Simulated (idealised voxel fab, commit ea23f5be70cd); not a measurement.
process module | voxel air gaps
cross-section cut | 210 nm wide | cells 5 nm
A cross-section is a grid of square cells, given in bands from the top down. A band is one or more rows of cells.
Each band's line starts with the height of the band's top and of its bottom, in nm. Then come its materials from left to right, each with its width in nm. One material with "throughout" fills the band from edge to edge. "air" is empty space.
Height 0 is the level under which the wafer as received is all one material. The lowest band goes on downwards, as in "0 down".
A width such as "30 to 40" changes by the same amount from each row of cells to the next, from the band's top row to its bottom row.
"no change" after a step means that no cell of the cross-section changed.
closed voids: empty space of 8 cells or more with no open way to the top, each as width x height at its distance from the left edge, in nm
after a step's settings: what the simulator itself notes on the step
overlay nm, on a step with a mask: how far to the right of its planned place the mask lay; to the left if negative
plan
1 op RECEIVE | material Si
2 op CONFORMAL_DEP | material SiO2 | thk nm 10
3 op CONFORMAL_DEP | material SiN | thk nm 5
4 op DIRECTIONAL_DEP | material lowk | thk nm 40
5 op PATTERN | tone open | mask id LINES | material resist | width nm 15 | pitch nm 40 | thk nm 15 | overlay nm 0
6 op DIRECTIONAL_ETCH | etch materials lowk | depth nm 40
7 op STRIP | etch materials resist
8 op CONFORMAL_DEP | material TiN | thk nm 5
9 op FILL_DEP | material Ru | thk nm 10
10 op CMP | height nm 55
11 op EPI | material Ru | thk nm 10
12 op SELECTIVE_ETCH | etch materials lowk | depth nm 50
13 op CONFORMAL_DEP | material SiCN | thk nm 5
as received, after step 1
  0 down: Si throughout
  closed voids: none
a wafer at the end: this start, this plan, one mistake
  70 to 65: air 35 | SiCN 135 | air 40
  65 to 55: air 35 | SiCN 5 | Ru 125 | SiCN 5 | air 40
  55 to 50: air 35 | SiCN 15 | TiN 5 | Ru 15 | TiN 5 | lowk 15 | TiN 5 | Ru 15 | TiN 5 | lowk 15 | TiN 5 | Ru 15 | TiN 5 | SiCN 15 | air 40
  50 to 20: air 45 | SiCN 5 | TiN 5 | Ru 15 | TiN 5 | lowk 15 | TiN 5 | Ru 15 | TiN 5 | lowk 15 | TiN 5 | Ru 15 | TiN 5 | SiCN 5 | air 50
  20 to 15: SiCN 50 | TiN 25 | lowk 15 | TiN 25 | lowk 15 | TiN 25 | SiCN 55
  15 to 10: SiN throughout
  10 to 0: SiO2 throughout
  0 down: Si throughout
  closed voids: none
what went wrong: step 5 ran as: op PATTERN | tone open | mask id LINES | material resist | width nm 25 | pitch nm 40 | thk nm 15 | overlay nm 0
